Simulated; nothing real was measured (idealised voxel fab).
The name of this process module is voxel fin reveal.
Xsec cut, 250 nm wide, square cell size 5 nm.
Bands, listed from the top down, are how a cross-section gets written in this document; the cross-section itself is a grid of square cells, and a band is one or more rows of them. Read a band's entry like this: the first values are the height of its top and the height of its bottom in nm, and what follows is the sequence of materials from left to right, each with its width in nm. Note that "empty" is empty space, and that a single material marked "everywhere" reaches across the band from edge to edge. Heights are expressed relative to 0, this being the level below which the as-received wafer comprises one material exclusively. The lowest band is unbounded in the downward direction and is denoted as in "0..down". A two-number width, for instance "30 to 40", indicates that the width is equal to the first number in the top row of the band and to the second number in the bottom row, and that it changes by a constant amount per row of cells. Key: "everything unchanged" - step with no changed cell in the cross-section. "Sealed-off cavities" lists enclosed empty spaces (at least 8 cells, no open path upward to the top), each as width x height at distance from the left edge, in nm. On a step's line, text after the settings is the simulator commenting on that step. For masked steps, "overlay nm" on the step line gives how far right of plan the mask actually lay; a minus sign means it lay to the left.

THE STEPS PLANNED FOR THE PROCESS ARE AS FOLLOWS
1: RECEIVE (material Si)
2: CONFORMAL_DEP (material SiN; thk nm 5)
3: DIRECTIONAL_DEP (material aC; thk nm 15)
4: PATTERN (tone cover; mask id FINS; material resist; width nm 15; pitch nm 35; thk nm 35; overlay nm 0)
5: DIRECTIONAL_ETCH (etch materials aC; depth nm 15)
6: STRIP (etch materials resist)
7: DIRECTIONAL_ETCH (etch materials SiN; depth nm 5)
8: DIRECTIONAL_ETCH (etch materials Si; depth nm 30)
9: STRIP (etch materials aC)
10: FILL_DEP (material SiO2; thk nm 5)
11: CMP (height nm 5)
12: SELECTIVE_ETCH (etch materials SiO2; depth nm 25)
13: STRIP (etch materials SiN)
14: CONFORMAL_DEP (material HfO2; thk nm 5)

ACCOUNT OF THE FIRST OF TWO WAFERS, WHICH WAS PROCESSED AS INTENDED

CROSS-SECTION OF THE WAFER AS IT CAME TO US, I.E., ALREADY THROUGH STEP 1
* 0..down = Si everywhere
* Sealed-off cavities: none

SECTIONAL VIEW: WAFER, AFTER STEP 2
* 5..0 = SiN everywhere
* For the remainder of the cross-section, below 0, there is no change.

SECTIONAL VIEW: WAFER, AFTER STEP 3
* 20..5 = aC everywhere
* For the remainder of the cross-section, below 5, there is no change.

SECTIONAL VIEW: WAFER, AFTER STEP 4
* 55..20 = empty=65  resist=15  empty=20  resist=15  empty=20  resist=15  empty=20  resist=15  empty=65
* For the remainder of the cross-section, below 20, there is no change.

SECTIONAL VIEW: WAFER, AFTER STEP 5
* 40..20 = empty=65  resist=15  empty=20  resist=15  empty=20  resist=15  empty=20  resist=15  empty=65
* 20..5 = empty=65  aC=15  empty=20  aC=15  empty=20  aC=15  empty=20  aC=15  empty=65
* For the remainder of the cross-section, below 5, there is no change.

SECTIONAL VIEW: WAFER, AFTER STEP 6
* 20..5 = empty=65  aC=15  empty=20  aC=15  empty=20  aC=15  empty=20  aC=15  empty=65
* For the remainder of the cross-section, below 5, there is no change.

SECTIONAL VIEW: WAFER, AFTER STEP 7
* 20..5 = empty=65  aC=15  empty=20  aC=15  empty=20  aC=15  empty=20  aC=15  empty=65
* 5..0 = empty=65  SiN=15  empty=20  SiN=15  empty=20  SiN=15  empty=20  SiN=15  empty=65
* For the remainder of the cross-section, below 0, there is no change.

SECTIONAL VIEW: WAFER, AFTER STEP 8
* 20..5 = empty=65  aC=15  empty=20  aC=15  empty=20  aC=15  empty=20  aC=15  empty=65
* 5..0 = empty=65  SiN=15  empty=20  SiN=15  empty=20  SiN=15  empty=20  SiN=15  empty=65
* 0..-30 = empty=65  Si=15  empty=20  Si=15  empty=20  Si=15  empty=20  Si=15  empty=65
* For the remainder of the cross-section, below -30, there is no change.

SECTIONAL VIEW: WAFER, AFTER STEP 9
* 5..0 = empty=65  SiN=15  empty=20  SiN=15  empty=20  SiN=15  empty=20  SiN=15  empty=65
* For the remainder of the cross-section, below 0, there is no change.

SECTIONAL VIEW: WAFER, AFTER STEP 10
* 10..5 = SiO2 everywhere
* 5..0 = SiO2=65  SiN=15  SiO2=20  SiN=15  SiO2=20  SiN=15  SiO2=20  SiN=15  SiO2=65
* 0..-30 = SiO2=65  Si=15  SiO2=20  Si=15  SiO2=20  Si=15  SiO2=20  Si=15  SiO2=65
* For the remainder of the cross-section, below -30, there is no change.

SECTIONAL VIEW: WAFER, AFTER STEP 11
* 5..0 = SiO2=65  SiN=15  SiO2=20  SiN=15  SiO2=20  SiN=15  SiO2=20  SiN=15  SiO2=65
* For the remainder of the cross-section, below 0, there is no change.

SECTIONAL VIEW: WAFER, AFTER STEP 12
* 5..0 = empty=65  SiN=15  empty=20  SiN=15  empty=20  SiN=15  empty=20  SiN=15  empty=65
* 0..-20 = empty=65  Si=15  empty=20  Si=15  empty=20  Si=15  empty=20  Si=15  empty=65
* For the remainder of the cross-section, below -20, there is no change.

SECTIONAL VIEW: WAFER, AFTER STEP 13
* 0..-20 = empty=65  Si=15  empty=20  Si=15  empty=20  Si=15  empty=20  Si=15  empty=65
* For the remainder of the cross-section, below -20, there is no change.

SECTIONAL VIEW: WAFER, AFTER STEP 14
* 5..0 = empty=60  HfO2=25  empty=10  HfO2=25  empty=10  HfO2=25  empty=10  HfO2=25  empty=60
* 0..-15 = empty=60  HfO2=5  Si=15  HfO2=5  empty=10  HfO2=5  Si=15  HfO2=5  empty=10  HfO2=5  Si=15  HfO2=5  empty=10  HfO2=5  Si=15  HfO2=5  empty=60
* -15..-20 = HfO2=65  Si=15  HfO2=20  Si=15  HfO2=20  Si=15  HfO2=20  Si=15  HfO2=65
* For the remainder of the cross-section, below -20, there is no change.

IT IS TO BE NOTED THAT THE SECOND WAFER PROCEEDED FROM THE SAME INITIAL STATE AND ACCORDING TO THE SAME PLAN AS THE FIRST, ALTHOUGH ONE MISTAKE WAS COMMITTED IN ITS EXECUTION; THROUGH STEP 7, INCLUSIVE, THE TWO WAFERS SHARE AN IDENTICAL HISTORY

CROSS-SECTION OF THE SECOND WAFER AT THE TIME BY WHICH STEP 8 SHOULD HAVE BEEN COMPLETED ACCORDING TO THE PLAN
* 20..5 = empty=65  aC=15  empty=20  aC=15  empty=20  aC=15  empty=20  aC=15  empty=65
* 5..0 = empty=65  SiN=15  empty=20  SiN=15  empty=20  SiN=15  empty=20  SiN=15  empty=65
* 0..-25 = empty=65  Si=15  empty=20  Si=15  empty=20  Si=15  empty=20  Si=15  empty=65
* For the remainder of the cross-section, below -25, there is no change.

CROSS-SECTION OF THE SECOND WAFER AT THE TIME BY WHICH STEP 9 SHOULD HAVE BEEN COMPLETED ACCORDING TO THE PLAN
* 5..0 = empty=65  SiN=15  empty=20  SiN=15  empty=20  SiN=15  empty=20  SiN=15  empty=65
* For the remainder of the cross-section, below 0, there is no change.

CROSS-SECTION OF THE SECOND WAFER AT THE TIME BY WHICH STEP 10 SHOULD HAVE BEEN COMPLETED ACCORDING TO THE PLAN
* 10..5 = SiO2 everywhere
* 5..0 = SiO2=65  SiN=15  SiO2=20  SiN=15  SiO2=20  SiN=15  SiO2=20  SiN=15  SiO2=65
* 0..-25 = SiO2=65  Si=15  SiO2=20  Si=15  SiO2=20  Si=15  SiO2=20  Si=15  SiO2=65
* For the remainder of the cross-section, below -25, there is no change.

CROSS-SECTION OF THE SECOND WAFER AT THE TIME BY WHICH STEP 11 SHOULD HAVE BEEN COMPLETED ACCORDING TO THE PLAN
* 5..0 = SiO2=65  SiN=15  SiO2=20  SiN=15  SiO2=20  SiN=15  SiO2=20  SiN=15  SiO2=65
* For the remainder of the cross-section, below 0, there is no change.

CROSS-SECTION OF THE SECOND WAFER AT THE TIME BY WHICH STEP 12 SHOULD HAVE BEEN COMPLETED ACCORDING TO THE PLAN
* 5..0 = empty=65  SiN=15  empty=20  SiN=15  empty=20  SiN=15  empty=20  SiN=15  empty=65
* 0..-20 = empty=65  Si=15  empty=20  Si=15  empty=20  Si=15  empty=20  Si=15  empty=65
* For the remainder of the cross-section, below -20, there is no change.

CROSS-SECTION OF THE SECOND WAFER AT THE TIME BY WHICH STEP 13 SHOULD HAVE BEEN COMPLETED ACCORDING TO THE PLAN
* 0..-20 = empty=65  Si=15  empty=20  Si=15  empty=20  Si=15  empty=20  Si=15  empty=65
* For the remainder of the cross-section, below -20, there is no change.

CROSS-SECTION OF THE SECOND WAFER AT THE TIME BY WHICH STEP 14 SHOULD HAVE BEEN COMPLETED ACCORDING TO THE PLAN
* 5..0 = empty=60  HfO2=25  empty=10  HfO2=25  empty=10  HfO2=25  empty=10  HfO2=25  empty=60
* 0..-15 = empty=60  HfO2=5  Si=15  HfO2=5  empty=10  HfO2=5  Si=15  HfO2=5  empty=10  HfO2=5  Si=15  HfO2=5  empty=10  HfO2=5  Si=15  HfO2=5  empty=60
* -15..-20 = HfO2=65  Si=15  HfO2=20  Si=15  HfO2=20  Si=15  HfO2=20  Si=15  HfO2=65
* For the remainder of the cross-section, below -20, there is no change.
What was done differently from what was planned? planned and actual differ for step 8; actual: DIRECTIONAL_ETCH (etch materials Si; depth nm 25)
at the end the second wafer has, in cells: Si +38; SiO2 -38
